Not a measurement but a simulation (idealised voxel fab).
process module | voxel released beams
cross-section cut | 280 nm wide | cells 5 nm
A cross-section is a grid of square cells, given in bands from the top down. A band is one or more rows of cells.
Each band's line starts with the height of the band's top and of its bottom, in nm. Then come its materials from left to right, each with its width in nm. One material with "throughout" fills the band from edge to edge. "air" is empty space.
Height 0 is the level under which the wafer as received is all one material. The lowest band goes on downwards, as in "0 down".
A width such as "30 to 40" changes by the same amount from each row of cells to the next, from the band's top row to its bottom row.
"no change" after a step means that no cell of the cross-section changed.
closed voids: empty space of 8 cells or more with no open way to the top, each as width x height at its distance from the left edge, in nm
after a step's settings: what the simulator itself notes on the step
overlay nm, on a step with a mask: how far to the right of its planned place the mask lay; to the left if negative
plan
1 op RECEIVE | material Si
2 op CONFORMAL_DEP | material SiN | thk nm 10
3 op DIRECTIONAL_DEP | material SiO2 | thk nm 15
4 op MASKED_ETCH | tone open | mask id ANCHOR | width nm 40 | etch materials SiO2 | depth nm 15 | overlay nm 0
5 op CONFORMAL_DEP | material W | thk nm 15
6 op DIRECTIONAL_DEP | material aC | thk nm 10
7 op PATTERN | tone cover | mask id BEAM | material resist | width nm 120 | thk nm 25 | overlay nm 0
8 op DIRECTIONAL_ETCH | etch materials aC | depth nm 10
9 op STRIP | etch materials resist
10 op DIRECTIONAL_ETCH | etch materials W | depth nm 15
11 op STRIP | etch materials aC
12 op STRIP | etch materials SiO2
first wafer, as planned
as received, after step 1
  0 down: Si throughout
  closed voids: none
after step 2
  10 to 0: SiN throughout
  below 0: unchanged
after step 3
  25 to 10: SiO2 throughout
  below 10: unchanged
after step 4
  25 to 10: SiO2 80 | air 40 | SiO2 160
  below 10: unchanged
after step 5
  40 to 25: W 95 | air 10 | W 175
  25 to 10: SiO2 80 | W 40 | SiO2 160
  below 10: unchanged
after step 6
  50 to 40: aC 95 | air 10 | aC 175
  40 to 35: W 95 | air 10 | W 175
  35 to 25: W 95 | aC 10 | W 175
  below 25: unchanged
after step 7
  75 to 50: air 75 | resist 120 | air 85
  50 to 40: aC 95 | resist 10 | aC 175
  40 to 35: W 95 | resist 10 | W 175
  below 35: unchanged
after step 8
  65 to 50: air 75 | resist 120 | air 85
  50 to 40: air 75 | aC 20 | resist 10 | aC 90 | air 85
  below 40: unchanged
after step 9
  50 to 40: air 75 | aC 20 | air 10 | aC 90 | air 85
  40 to 35: W 95 | air 10 | W 175
  below 35: unchanged
after step 10
  50 to 40: air 75 | aC 20 | air 10 | aC 90 | air 85
  40 to 35: air 75 | W 20 | air 10 | W 90 | air 85
  35 to 25: air 75 | W 20 | aC 10 | W 90 | air 85
  below 25: unchanged
after step 11
  40 to 25: air 75 | W 20 | air 10 | W 90 | air 85
  below 25: unchanged
after step 12
  40 to 25: air 75 | W 20 | air 10 | W 90 | air 85
  25 to 10: air 80 | W 40 | air 160
  below 10: unchanged
second wafer: like start, like plan, one mistake. Through step 1 it matches the first wafer
when step 2 should have ended
  10 to 0: SiO2 throughout
  below 0: unchanged
when step 3 should have ended
  25 to 0: SiO2 throughout
  below 0: unchanged
when step 4 should have ended
  25 to 10: SiO2 80 | air 40 | SiO2 160
  below 10: unchanged
when step 5 should have ended
  40 to 25: W 95 | air 10 | W 175
  25 to 10: SiO2 80 | W 40 | SiO2 160
  below 10: unchanged
when step 6 should have ended
  50 to 40: aC 95 | air 10 | aC 175
  40 to 35: W 95 | air 10 | W 175
  35 to 25: W 95 | aC 10 | W 175
  below 25: unchanged
when step 7 should have ended
  75 to 50: air 75 | resist 120 | air 85
  50 to 40: aC 95 | resist 10 | aC 175
  40 to 35: W 95 | resist 10 | W 175
  below 35: unchanged
when step 8 should have ended
  65 to 50: air 75 | resist 120 | air 85
  50 to 40: air 75 | aC 20 | resist 10 | aC 90 | air 85
  below 40: unchanged
when step 9 should have ended
  50 to 40: air 75 | aC 20 | air 10 | aC 90 | air 85
  40 to 35: W 95 | air 10 | W 175
  below 35: unchanged
when step 10 should have ended
  50 to 40: air 75 | aC 20 | air 10 | aC 90 | air 85
  40 to 35: air 75 | W 20 | air 10 | W 90 | air 85
  35 to 25: air 75 | W 20 | aC 10 | W 90 | air 85
  below 25: unchanged
when step 11 should have ended
  40 to 25: air 75 | W 20 | air 10 | W 90 | air 85
  below 25: unchanged
when step 12 should have ended
  0 down: Si throughout
what went wrong: step 2 ran as: op CONFORMAL_DEP | material SiO2 | thk nm 10
at the end the second wafer has, in cells: 112 fewer of SiN | 90 fewer of W
